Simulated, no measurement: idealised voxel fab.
process module | voxel transistor to metal
cross-section cut | 185 nm wide | cells 5 nm
A cross-section is a grid of square cells, given in bands from the top down. A band is one or more rows of cells.
Each band's line starts with the height of the band's top and of its bottom, in nm. Then come its materials from left to right, each with its width in nm. One material with "throughout" fills the band from edge to edge. "air" is empty space.
Height 0 is the level under which the wafer as received is all one material. The lowest band goes on downwards, as in "0 down".
A width such as "30 to 40" changes by the same amount from each row of cells to the next, from the band's top row to its bottom row.
"no change" after a step means that no cell of the cross-section changed.
closed voids: empty space of 8 cells or more with no open way to the top, each as width x height at its distance from the left edge, in nm
after a step's settings: what the simulator itself notes on the step
overlay nm, on a step with a mask: how far to the right of its planned place the mask lay; to the left if negative
plan
1 op RECEIVE | material Si
2 op OXIDIZE | depth nm 5
3 op CONFORMAL_DEP | material SiN | thk nm 10
4 op DIRECTIONAL_DEP | material aC | thk nm 10
5 op PATTERN | tone cover | mask id ACTIVE | material resist | width nm 105 | thk nm 25 | overlay nm 0
6 op DIRECTIONAL_ETCH | etch materials aC | depth nm 10
7 op STRIP | etch materials resist
8 op DIRECTIONAL_ETCH | etch materials SiN | depth nm 10
9 op DIRECTIONAL_ETCH | etch materials SiO2 | depth nm 5
10 op DIRECTIONAL_ETCH | etch materials Si | depth nm 35
11 op STRIP | etch materials aC
12 op OXIDIZE | depth nm 5
13 op FILL_DEP | material SiO2 | thk nm 5
14 op CMP | height nm 10
15 op SELECTIVE_ETCH | etch materials SiO2 | depth nm 5
16 op STRIP | etch materials SiN
17 op SELECTIVE_ETCH | etch materials SiO2 | depth nm 5
18 op OXIDIZE | depth nm 5
19 op DIRECTIONAL_DEP | material polySi | thk nm 30
20 op DIRECTIONAL_DEP | material SiCN | thk nm 10
21 op PATTERN | tone cover | mask id GATE | material resist | width nm 25 | thk nm 20 | overlay nm 0
22 op DIRECTIONAL_ETCH | etch materials SiCN | depth nm 20
23 op DIRECTIONAL_ETCH | etch materials polySi | depth nm 40
24 op STRIP | etch materials resist
25 op CONFORMAL_DEP | material SiO2 | thk nm 5
26 op DIRECTIONAL_ETCH | etch materials SiO2 | depth nm 5
27 op CONFORMAL_DEP | material SiN | thk nm 5
28 op DIRECTIONAL_ETCH | etch materials SiN | depth nm 5
29 op DIRECTIONAL_ETCH | etch materials SiO2 | depth nm 5
30 op DIRECTIONAL_ETCH | etch materials Si | depth nm 10
31 op EPI | material nSi | thk nm 10
32 op FILL_DEP | material SiO2 | thk nm 10
33 op CMP | height nm 35
34 op DIRECTIONAL_DEP | material SiO2 | thk nm 15
35 op PATTERN | tone open | mask id CONTACT | material resist | width nm 20 | pitch nm 75 | thk nm 15 | overlay nm 0
36 op DIRECTIONAL_ETCH | etch materials SiO2 | depth nm 60
37 op STRIP | etch materials resist
38 op CONFORMAL_DEP | material TiN | thk nm 5
39 op FILL_DEP | material Ru | thk nm 5
40 op CMP | height nm 50
41 op DIRECTIONAL_DEP | material TiN | thk nm 5
42 op DIRECTIONAL_DEP | material W | thk nm 15
43 op DIRECTIONAL_DEP | material aC | thk nm 15
44 op PATTERN | tone cover | mask id METAL_1 | material resist | width nm 20 | pitch nm 75 | thk nm 35 | overlay nm 0
45 op DIRECTIONAL_ETCH | etch materials aC | depth nm 15
46 op STRIP | etch materials resist
47 op DIRECTIONAL_ETCH | etch materials W | depth nm 15
48 op DIRECTIONAL_ETCH | etch materials TiN | depth nm 5
49 op STRIP | etch materials aC
50 op CONFORMAL_DEP | material SiN | thk nm 5
51 op FILL_DEP | material lowk | thk nm 10
52 op CMP | height nm 70
53 op CONFORMAL_DEP | material SiCN | thk nm 5
54 op DIRECTIONAL_DEP | material SiO2 | thk nm 35
55 op MASKED_ETCH | tone open | mask id METAL_2 | width nm 20 | pitch nm 75 | etch materials SiO2 | depth nm 20 | overlay nm 0
56 op MASKED_ETCH | tone open | mask id METAL_2_HOLES | width nm 15 | pitch nm 75 | etch materials SiO2 | depth nm 15 | overlay nm 0
57 op MASKED_ETCH | tone open | mask id METAL_2_HOLES | width nm 15 | pitch nm 75 | etch materials SiCN | depth nm 5 | overlay nm 0
58 op CONFORMAL_DEP | material TiN | thk nm 5
59 op FILL_DEP | material Ru | thk nm 5
60 op CMP | height nm 110
61 op CONFORMAL_DEP | material SiN | thk nm 5
as received, after step 1
  0 down: Si throughout
  closed voids: none
first wafer at the end, as planned
  115 to 110: SiN throughout
  110 to 95: SiO2 45 | TiN 5 | Ru 10 | TiN 5 | SiO2 55 | TiN 5 | Ru 10 | TiN 5 | SiO2 45
  95 to 90: SiO2 45 | TiN 5 | Ru 5 | TiN 10 | SiO2 55 | TiN 5 | Ru 5 | TiN 10 | SiO2 45
  90 to 75: SiO2 45 | TiN 5 | Ru 5 | TiN 5 | SiO2 60 | TiN 5 | Ru 5 | TiN 5 | SiO2 50
  75 to 70: SiCN 45 | TiN 15 | SiCN 60 | TiN 15 | SiCN 50
  70 to 55: lowk 40 | SiN 5 | W 20 | SiN 5 | lowk 45 | SiN 5 | W 20 | SiN 5 | lowk 40
  55 to 50: SiN 45 | TiN 20 | SiN 55 | TiN 20 | SiN 45
  50 to 35: SiO2 45 | TiN 5 | Ru 10 | TiN 5 | SiO2 55 | TiN 5 | Ru 10 | TiN 5 | SiO2 45
  35 to 25: SiO2 45 | TiN 5 | Ru 10 | TiN 5 | SiO2 5 | SiN 5 | SiO2 5 | SiCN 25 | SiO2 5 | SiN 5 | SiO2 5 | TiN 5 | Ru 10 | TiN 5 | SiO2 45
  25 to 5: SiO2 45 | TiN 5 | Ru 10 | TiN 5 | SiO2 5 | SiN 5 | SiO2 5 | polySi 25 | SiO2 5 | SiN 5 | SiO2 5 | TiN 5 | Ru 10 | TiN 5 | SiO2 45
  5 to 0: SiO2 45 | TiN 5 | Ru 5 | TiN 10 | SiO2 5 | SiN 5 | SiO2 5 | polySi 25 | SiO2 5 | SiN 5 | SiO2 5 | TiN 10 | Ru 5 | TiN 5 | SiO2 45
  0 to -5: SiO2 40 | SiN 5 | TiN 5 | Ru 5 | TiN 5 | nSi 10 | SiN 5 | SiO2 5 | polySi 25 | SiO2 5 | SiN 5 | nSi 10 | TiN 5 | Ru 5 | TiN 5 | SiN 5 | SiO2 40
  -5 to -10: SiO2 45 | TiN 15 | nSi 10 | SiO2 45 | nSi 10 | TiN 15 | SiO2 45
  -10 to -20: SiO2 45 | nSi 25 | Si 45 | nSi 25 | SiO2 45
  -20 to -45: SiO2 45 | Si 95 | SiO2 45
  -45 down: Si throughout
  closed voids: none
second wafer at the end: like start, like plan, one mistake
  115 to 110: SiN throughout
  110 to 95: SiO2 45 | TiN 5 | Ru 10 | TiN 5 | SiO2 55 | TiN 5 | Ru 10 | TiN 5 | SiO2 45
  95 to 90: SiO2 45 | TiN 5 | Ru 5 | TiN 10 | SiO2 55 | TiN 5 | Ru 5 | TiN 10 | SiO2 45
  90 to 75: SiO2 45 | TiN 5 | Ru 5 | TiN 5 | SiO2 60 | TiN 5 | Ru 5 | TiN 5 | SiO2 50
  75 to 70: SiCN 45 | TiN 15 | SiCN 60 | TiN 15 | SiCN 50
  70 to 55: lowk 40 | SiN 5 | W 20 | SiN 5 | lowk 45 | SiN 5 | W 20 | SiN 5 | lowk 40
  55 to 50: SiN 45 | TiN 20 | SiN 55 | TiN 20 | SiN 45
  50 to 35: SiO2 40 | TiN 5 | Ru 10 | TiN 5 | SiO2 55 | TiN 5 | Ru 10 | TiN 5 | SiO2 50
  35 to 25: SiO2 40 | TiN 5 | Ru 10 | TiN 5 | SiO2 10 | SiN 5 | SiO2 5 | SiCN 25 | SiO2 5 | SiN 5 | TiN 5 | Ru 10 | TiN 5 | SiO2 50
  25 to 5: SiO2 40 | TiN 5 | Ru 10 | TiN 5 | SiO2 10 | SiN 5 | SiO2 5 | polySi 25 | SiO2 5 | SiN 5 | TiN 5 | Ru 10 | TiN 5 | SiO2 50
  5 to 0: SiO2 40 | TiN 10 | Ru 5 | TiN 5 | SiO2 10 | SiN 5 | SiO2 5 | polySi 25 | SiO2 5 | SiN 5 | TiN 20 | SiO2 50
  0 to -5: SiO2 40 | SiN 5 | TiN 5 | Ru 5 | TiN 5 | nSi 10 | SiN 5 | SiO2 5 | polySi 25 | SiO2 5 | SiN 5 | nSi 10 | TiN 10 | SiO2 5 | SiN 5 | SiO2 40
  -5 to -10: SiO2 45 | TiN 15 | nSi 10 | SiO2 45 | nSi 10 | TiN 10 | SiO2 50
  -10 to -20: SiO2 45 | nSi 25 | Si 45 | nSi 25 | SiO2 45
  -20 to -45: SiO2 45 | Si 95 | SiO2 45
  -45 down: Si throughout
  closed voids: none
what went wrong: step 35 ran as: op PATTERN | tone open | mask id CONTACT | material resist | width nm 20 | pitch nm 75 | thk nm 15 | overlay nm -5
at the end the second wafer has, in cells: 2 fewer of Ru | 2 more of SiO2
